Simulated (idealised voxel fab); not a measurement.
Documented hereafter: the process module known as voxel released beams.
The figure presents cross-section cut, which has a width of 300 nm and is divided into square cells with an edge length of 5 nm.
This document writes a cross-section as a grid whose cells are square, and gives it as bands, listed from the top down; one or more rows of cells form a band. This entry defines a band. It first specifies the height of the band's top and the height of its bottom in nm, and then specifies the band's materials from left to right, stating each material with its width in nm. The word "full width" identifies a single material that fills the band from edge to edge, while the word "blank" identifies empty space. Beneath 0, the wafer as received is one material, and that level is where height counting begins. The lowest band goes on downward without a bottom; it is written like "0 -> down". The two numbers in a width such as "30->40" mark its ends across the band: the first belongs to the top row of cells, the second to the bottom row, and from each row to the next the width moves by the same amount. "everything unchanged" for a step: no cell of the cross-section changed in that step. For the entry "closed voids", the listed items are empty spaces with no open way to the top whose size is 8 cells or more; each item follows the pattern width x height at distance, where distance is from the left edge and all three are in nm. Formally, on a step line, whatever follows the settings is a remark that the simulator itself makes on the step. overlay nm, on a step with a mask: how far to the right of its planned place the mask lay; to the left if negative. In what follows, pairs of cross-sections are presented, each taken before and after one process step, with the after cross-section shown only down to the lowest band that was altered; the step, together with its settings, is stated below the pair. The pairs may stem from different runs of this module on the same starting wafer; accordingly, a pair should be taken as continuing from the one above it solely where its entry headed "Pre-process state" indicates as much.

# Pre-process state
- 0 -> down: Si full width
- closed voids: none

# Sectional View, Post-Process
- 10 -> 0: Al2O3 full width
- Lower than 0, everything is as it was.
- closed voids: none
Step taken after the before cross-section and before the after cross-section above: CONFORMAL_DEP,material Al2O3,thk nm 10

Pre-process state: The cross-section prior to this step is the one presented after the step of the pair immediately above.

# Sectional View, Post-Process
- 25 -> 10: SiO2 full width
- Lower than 10, everything is as it was.
- closed voids: none
Step taken after the before cross-section and before the after cross-section above: DIRECTIONAL_DEP,material SiO2,thk nm 15

Pre-process state: The cross-section prior to this step is the one presented after the step of the pair immediately above.

# Sectional View, Post-Process
- 25 -> 10: SiO2 100, blank 35, SiO2 165
- Lower than 10, everything is as it was.
- closed voids: none
Step taken after the before cross-section and before the after cross-section above: MASKED_ETCH,tone open,mask id ANCHOR,width nm 35,etch materials SiO2,depth nm 15,overlay nm 0

Pre-process state: The cross-section prior to this step is the one presented after the step of the pair immediately above.

# Sectional View, Post-Process
- 35 -> 25: W 110, blank 15, W 175
- 25 -> 20: SiO2 100, W 10, blank 15, W 10, SiO2 165
- 20 -> 10: SiO2 100, W 35, SiO2 165
- Lower than 10, everything is as it was.
- closed voids: none
Step taken after the before cross-section and before the after cross-section above: CONFORMAL_DEP,material W,thk nm 10

Pre-process state: The cross-section prior to this step is the one presented after the step of the pair immediately above.

# Sectional View, Post-Process
- 55 -> 35: blank 95, resist 100, blank 105
- 35 -> 25: W 110, resist 15, W 175
- 25 -> 20: SiO2 100, W 10, resist 15, W 10, SiO2 165
- Lower than 20, everything is as it was.
- closed voids: none
Step taken after the before cross-section and before the after cross-section above: PATTERN,tone cover,mask id BEAM,material resist,width nm 100,thk nm 20,overlay nm 0

Pre-process state: The cross-section prior to this step is the one presented after the step of the pair immediately above.

# Sectional View, Post-Process
- 55 -> 35: blank 95, resist 100, blank 105
- 35 -> 25: blank 95, W 15, resist 15, W 70, blank 105
- Lower than 25, everything is as it was.
- closed voids: none
Step taken after the before cross-section and before the after cross-section above: DIRECTIONAL_ETCH,etch materials W,depth nm 10

Pre-process state: The cross-section prior to this step is the one presented after the step of the pair immediately above.

# Sectional View, Post-Process
- 35 -> 25: blank 95, W 15, blank 15, W 70, blank 105
- 25 -> 20: SiO2 100, W 10, blank 15, W 10, SiO2 165
- Lower than 20, everything is as it was.
- closed voids: none
Step taken after the before cross-section and before the after cross-section above: STRIP,etch materials resist

Pre-process state: The cross-section prior to this step is the one presented after the step of the pair immediately above.

# Sectional View, Post-Process
- 35 -> 25: blank 95, W 15, blank 15, W 70, blank 105
- 25 -> 20: blank 100, W 10, blank 15, W 10, blank 165
- 20 -> 10: blank 100, W 35, blank 165
- Lower than 10, everything is as it was.
- closed voids: none
Step taken after the before cross-section and before the after cross-section above: STRIP,etch materials SiO2

# Pre-process state
- 0 -> down: Si full width
- closed voids: none

# Sectional View, Post-Process
- 15 -> 0: SiO2 full width
- Lower than 0, everything is as it was.
- closed voids: none
Step taken after the before cross-section and before the after cross-section above: DIRECTIONAL_DEP,material SiO2,thk nm 15

Pre-process state: The cross-section prior to this step is the one presented after the step of the pair immediately above.

# Sectional View, Post-Process
- 15 -> 0: SiO2 100, blank 35, SiO2 165
- Lower than 0, everything is as it was.
- closed voids: none
Step taken after the before cross-section and before the after cross-section above: MASKED_ETCH,tone open,mask id ANCHOR,width nm 35,etch materials SiO2,depth nm 15,overlay nm 0

Pre-process state: The cross-section prior to this step is the one presented after the step of the pair immediately above.

# Sectional View, Post-Process
- 25 -> 15: W 110, blank 15, W 175
- 15 -> 10: SiO2 100, W 10, blank 15, W 10, SiO2 165
- 10 -> 0: SiO2 100, W 35, SiO2 165
- Lower than 0, everything is as it was.
- closed voids: none
Step taken after the before cross-section and before the after cross-section above: CONFORMAL_DEP,material W,thk nm 10

Pre-process state: The cross-section prior to this step is the one presented after the step of the pair immediately above.

# Sectional View, Post-Process
- 45 -> 25: blank 95, resist 100, blank 105
- 25 -> 15: W 110, resist 15, W 175
- 15 -> 10: SiO2 100, W 10, resist 15, W 10, SiO2 165
- Lower than 10, everything is as it was.
- closed voids: none
Step taken after the before cross-section and before the after cross-section above: PATTERN,tone cover,mask id BEAM,material resist,width nm 100,thk nm 20,overlay nm 0

Pre-process state: The cross-section prior to this step is the one presented after the step of the pair immediately above.

# Sectional View, Post-Process
- 45 -> 25: blank 95, resist 100, blank 105
- 25 -> 15: blank 95, W 15, resist 15, W 70, blank 105
- Lower than 15, everything is as it was.
- closed voids: none
Step taken after the before cross-section and before the after cross-section above: DIRECTIONAL_ETCH,etch materials W,depth nm 10

Pre-process state: The cross-section prior to this step is the one presented after the step of the pair immediately above.

# Sectional View, Post-Process
- 25 -> 15: blank 95, W 15, blank 15, W 70, blank 105
- 15 -> 10: SiO2 100, W 10, blank 15, W 10, SiO2 165
- Lower than 10, everything is as it was.
- closed voids: none
Step taken after the before cross-section and before the after cross-section above: STRIP,etch materials resist

Pre-process state: The cross-section prior to this step is the one presented after the step of the pair immediately above.

# Sectional View, Post-Process
- 25 -> 15: blank 95, W 15, blank 15, W 70, blank 105
- 15 -> 10: blank 100, W 10, blank 15, W 10, blank 165
- 10 -> 0: blank 100, W 35, blank 165
- Lower than 0, everything is as it was.
- closed voids: none
Step taken after the before cross-section and before the after cross-section above: STRIP,etch materials SiO2

# Pre-process state
- 15 -> 0: SiO2 full width
- 0 -> down: Si full width
- closed voids: none

# Sectional View, Post-Process
- 25 -> 15: Al2O3 full width
- Lower than 15, everything is as it was.
- closed voids: none
Step taken after the before cross-section and before the after cross-section above: CONFORMAL_DEP,material Al2O3,thk nm 10

Pre-process state: The cross-section prior to this step is the one presented after the step of the pair immediately above.

# Sectional View, Post-Process
- 35 -> 25: W full width
- Lower than 25, everything is as it was.
- closed voids: none
Step taken after the before cross-section and before the after cross-section above: CONFORMAL_DEP,material W,thk nm 10

Pre-process state: The cross-section prior to this step is the one presented after the step of the pair immediately above.

# Sectional View, Post-Process
- 55 -> 35: blank 95, resist 100, blank 105
- Lower than 35, everything is as it was.
- closed voids: none
Step taken after the before cross-section and before the after cross-section above: PATTERN,tone cover,mask id BEAM,material resist,width nm 100,thk nm 20,overlay nm 0

Pre-process state: The cross-section prior to this step is the one presented after the step of the pair immediately above.

# Sectional View, Post-Process
- 55 -> 35: blank 95, resist 100, blank 105
- 35 -> 25: blank 95, W 100, blank 105
- Lower than 25, everything is as it was.
- closed voids: none
Step taken after the before cross-section and before the after cross-section above: DIRECTIONAL_ETCH,etch materials W,depth nm 10

Pre-process state: The cross-section prior to this step is the one presented after the step of the pair immediately above.

# Sectional View, Post-Process
- 35 -> 25: blank 95, W 100, blank 105
- Lower than 25, everything is as it was.
- closed voids: none
Step taken after the before cross-section and before the after cross-section above: STRIP,etch materials resist

# Pre-process state
- 0 -> down: Si full width
- closed voids: none

# Sectional View, Post-Process
- 15 -> 0: Al2O3 full width
- Lower than 0, everything is as it was.
- closed voids: none
Step taken after the before cross-section and before the after cross-section above: CONFORMAL_DEP,material Al2O3,thk nm 15

Pre-process state: The cross-section prior to this step is the one presented after the step of the pair immediately above.

# Sectional View, Post-Process
- 30 -> 15: SiO2 full width
- Lower than 15, everything is as it was.
- closed voids: none
Step taken after the before cross-section and before the after cross-section above: DIRECTIONAL_DEP,material SiO2,thk nm 15

Pre-process state: The cross-section prior to this step is the one presented after the step of the pair immediately above.

# Sectional View, Post-Process
- 30 -> 15: SiO2 100, blank 35, SiO2 165
- Lower than 15, everything is as it was.
- closed voids: none
Step taken after the before cross-section and before the after cross-section above: MASKED_ETCH,tone open,mask id ANCHOR,width nm 35,etch materials SiO2,depth nm 15,overlay nm 0

Pre-process state: The cross-section prior to this step is the one presented after the step of the pair immediately above.

# Sectional View, Post-Process
- 40 -> 30: W 110, blank 15, W 175
- 30 -> 25: SiO2 100, W 10, blank 15, W 10, SiO2 165
- 25 -> 15: SiO2 100, W 35, SiO2 165
- Lower than 15, everything is as it was.
- closed voids: none
Step taken after the before cross-section and before the after cross-section above: CONFORMAL_DEP,material W,thk nm 10

Pre-process state: The cross-section prior to this step is the one presented after the step of the pair immediately above.

# Sectional View, Post-Process
- 60 -> 40: blank 95, resist 100, blank 105
- 40 -> 30: W 110, resist 15, W 175
- 30 -> 25: SiO2 100, W 10, resist 15, W 10, SiO2 165
- Lower than 25, everything is as it was.
- closed voids: none
Step taken after the before cross-section and before the after cross-section above: PATTERN,tone cover,mask id BEAM,material resist,width nm 100,thk nm 20,overlay nm 0

Pre-process state: The cross-section prior to this step is the one presented after the step of the pair immediately above.

# Sectional View, Post-Process
- 60 -> 40: blank 95, resist 100, blank 105
- 40 -> 30: blank 95, W 15, resist 15, W 70, blank 105
- Lower than 30, everything is as it was.
- closed voids: none
Step taken after the before cross-section and before the after cross-section above: DIRECTIONAL_ETCH,etch materials W,depth nm 10

Pre-process state: The cross-section prior to this step is the one presented after the step of the pair immediately above.

# Sectional View, Post-Process
- 40 -> 30: blank 95, W 15, blank 15, W 70, blank 105
- 30 -> 25: SiO2 100, W 10, blank 15, W 10, SiO2 165
- Lower than 25, everything is as it was.
- closed voids: none
Step taken after the before cross-section and before the after cross-section above: STRIP,etch materials resist

Pre-process state: The cross-section prior to this step is the one presented after the step of the pair immediately above.

# Sectional View, Post-Process
- 40 -> 30: blank 95, W 15, blank 15, W 70, blank 105
- 30 -> 25: blank 100, W 10, blank 15, W 10, blank 165
- 25 -> 15: blank 100, W 35, blank 165
- Lower than 15, everything is as it was.
- closed voids: none
Step taken after the before cross-section and before the after cross-section above: STRIP,etch materials SiO2

# Pre-process state
- 25 -> 10: SiO2 full width
- 10 -> 0: Al2O3 full width
- 0 -> down: Si full width
- closed voids: none

# Sectional View, Post-Process
- 25 -> 10: SiO2 100, blank 40, SiO2 160
- Lower than 10, everything is as it was.
- closed voids: none
Step taken after the before cross-section and before the after cross-section above: MASKED_ETCH,tone open,mask id ANCHOR,width nm 40,etch materials SiO2,depth nm 15,overlay nm 0

Pre-process state: The cross-section prior to this step is the one presented after the step of the pair immediately above.

# Sectional View, Post-Process
- 35 -> 25: W 110, blank 20, W 170
- 25 -> 20: SiO2 100, W 10, blank 20, W 10, SiO2 160
- 20 -> 10: SiO2 100, W 40, SiO2 160
- Lower than 10, everything is as it was.
- closed voids: none
Step taken after the before cross-section and before the after cross-section above: CONFORMAL_DEP,material W,thk nm 10

Pre-process state: The cross-section prior to this step is the one presented after the step of the pair immediately above.

# Sectional View, Post-Process
- 55 -> 35: blank 95, resist 100, blank 105
- 35 -> 25: W 110, resist 20, W 170
- 25 -> 20: SiO2 100, W 10, resist 20, W 10, SiO2 160
- Lower than 20, everything is as it was.
- closed voids: none
Step taken after the before cross-section and before the after cross-section above: PATTERN,tone cover,mask id BEAM,material resist,width nm 100,thk nm 20,overlay nm 0

Pre-process state: The cross-section prior to this step is the one presented after the step of the pair immediately above.

# Sectional View, Post-Process
- 55 -> 35: blank 95, resist 100, blank 105
- 35 -> 25: blank 95, W 15, resist 20, W 65, blank 105
- Lower than 25, everything is as it was.
- closed voids: none
Step taken after the before cross-section and before the after cross-section above: DIRECTIONAL_ETCH,etch materials W,depth nm 10

Pre-process state: The cross-section prior to this step is the one presented after the step of the pair immediately above.

# Sectional View, Post-Process
- 35 -> 25: blank 95, W 15, blank 20, W 65, blank 105
- 25 -> 20: SiO2 100, W 10, blank 20, W 10, SiO2 160
- Lower than 20, everything is as it was.
- closed voids: none
Step taken after the before cross-section and before the after cross-section above: STRIP,etch materials resist

Pre-process state: The cross-section prior to this step is the one presented after the step of the pair immediately above.

# Sectional View, Post-Process
- 35 -> 25: blank 95, W 15, blank 20, W 65, blank 105
- 25 -> 20: blank 100, W 10, blank 20, W 10, blank 160
- 20 -> 10: blank 100, W 40, blank 160
- Lower than 10, everything is as it was.
- closed voids: none
Step taken after the before cross-section and before the after cross-section above: STRIP,etch materials SiO2

# Pre-process state
- 25 -> 10: SiO2 full width
- 10 -> 0: Al2O3 full width
- 0 -> down: Si full width
- closed voids: none

# Sectional View, Post-Process
- 25 -> 10: SiO2 90, blank 35, SiO2 175
- Lower than 10, everything is as it was.
- closed voids: none
Step taken after the before cross-section and before the after cross-section above: MASKED_ETCH,tone open,mask id ANCHOR,width nm 35,etch materials SiO2,depth nm 15,overlay nm -10

Pre-process state: The cross-section prior to this step is the one presented after the step of the pair immediately above.

# Sectional View, Post-Process
- 35 -> 25: W 100, blank 15, W 185
- 25 -> 20: SiO2 90, W 10, blank 15, W 10, SiO2 175
- 20 -> 10: SiO2 90, W 35, SiO2 175
- Lower than 10, everything is as it was.
- closed voids: none
Step taken after the before cross-section and before the after cross-section above: CONFORMAL_DEP,material W,thk nm 10

Pre-process state: The cross-section prior to this step is the one presented after the step of the pair immediately above.

# Sectional View, Post-Process
- 55 -> 35: blank 95, resist 100, blank 105
- 35 -> 25: W 100, resist 15, W 185
- 25 -> 20: SiO2 90, W 10, resist 15, W 10, SiO2 175
- Lower than 20, everything is as it was.
- closed voids: none
Step taken after the before cross-section and before the after cross-section above: PATTERN,tone cover,mask id BEAM,material resist,width nm 100,thk nm 20,overlay nm 0

Pre-process state: The cross-section prior to this step is the one presented after the step of the pair immediately above.

# Sectional View, Post-Process
- 55 -> 35: blank 95, resist 100, blank 105
- 35 -> 25: blank 95, W 5, resist 15, W 80, blank 105
- Lower than 25, everything is as it was.
- closed voids: none
Step taken after the before cross-section and before the after cross-section above: DIRECTIONAL_ETCH,etch materials W,depth nm 10

Pre-process state: The cross-section prior to this step is the one presented after the step of the pair immediately above.

# Sectional View, Post-Process
- 35 -> 25: blank 95, W 5, blank 15, W 80, blank 105
- 25 -> 20: SiO2 90, W 10, blank 15, W 10, SiO2 175
- Lower than 20, everything is as it was.
- closed voids: none
Step taken after the before cross-section and before the after cross-section above: STRIP,etch materials resist

Pre-process state: The cross-section prior to this step is the one presented after the step of the pair immediately above.

# Sectional View, Post-Process
- 35 -> 25: blank 95, W 5, blank 15, W 80, blank 105
- 25 -> 20: blank 90, W 10, blank 15, W 10, blank 175
- 20 -> 10: blank 90, W 35, blank 175
- Lower than 10, everything is as it was.
- closed voids: none
Step taken after the before cross-section and before the after cross-section above: STRIP,etch materials SiO2

# Pre-process state
- 35 -> 25: blank 95, W 15, blank 15, W 70, blank 105
- 25 -> 20: SiO2 100, W 10, blank 15, W 10, SiO2 165
- 20 -> 10: SiO2 100, W 35, SiO2 165
- 10 -> 0: Al2O3 full width
- 0 -> down: Si full width
- closed voids: none

# Sectional View, Post-Process
- 25 -> 10: SiO2 100, blank 35, SiO2 165
- Lower than 10, everything is as it was.
- closed voids: none
Step taken after the before cross-section and before the after cross-section above: STRIP,etch materials W

# Pre-process state
- 25 -> 10: SiO2 full width
- 10 -> 0: Al2O3 full width
- 0 -> down: Si full width
- closed voids: none

# Sectional View, Post-Process
- 25 -> 10: blank 100, SiO2 35, blank 165
- Lower than 10, everything is as it was.
- closed voids: none
Step taken after the before cross-section and before the after cross-section above: MASKED_ETCH,tone cover,mask id ANCHOR,width nm 35,etch materials SiO2,depth nm 15,overlay nm 0

Pre-process state: The cross-section prior to this step is the one presented after the step of the pair immediately above.

# Sectional View, Post-Process
- 35 -> 25: blank 90, W 55, blank 155
- 25 -> 20: blank 90, W 10, SiO2 35, W 10, blank 155
- 20 -> 10: W 100, SiO2 35, W 165
- Lower than 10, everything is as it was.
- closed voids: none
Step taken after the before cross-section and before the after cross-section above: CONFORMAL_DEP,material W,thk nm 10

Pre-process state: The cross-section prior to this step is the one presented after the step of the pair immediately above.

# Sectional View, Post-Process
- 55 -> 35: blank 95, resist 100, blank 105
- 35 -> 25: blank 90, W 55, resist 50, blank 105
- 25 -> 20: blank 90, W 10, SiO2 35, W 10, resist 50, blank 105
- Lower than 20, everything is as it was.
- closed voids: none
Step taken after the before cross-section and before the after cross-section above: PATTERN,tone cover,mask id BEAM,material resist,width nm 100,thk nm 20,overlay nm 0

Pre-process state: The cross-section prior to this step is the one presented after the step of the pair immediately above.

# Sectional View, Post-Process
- 55 -> 35: blank 95, resist 100, blank 105
- 35 -> 25: blank 95, W 50, resist 50, blank 105
- 25 -> 20: blank 90, W 10, SiO2 35, W 10, resist 50, blank 105
- 20 -> 10: blank 90, W 10, SiO2 35, W 60, blank 105
- Lower than 10, everything is as it was.
- closed voids: none
Step taken after the before cross-section and before the after cross-section above: DIRECTIONAL_ETCH,etch materials W,depth nm 10

Pre-process state: The cross-section prior to this step is the one presented after the step of the pair immediately above.

# Sectional View, Post-Process
- 35 -> 25: blank 95, W 50, blank 155
- 25 -> 20: blank 90, W 10, SiO2 35, W 10, blank 155
- Lower than 20, everything is as it was.
- closed voids: none
Step taken after the before cross-section and before the after cross-section above: STRIP,etch materials resist
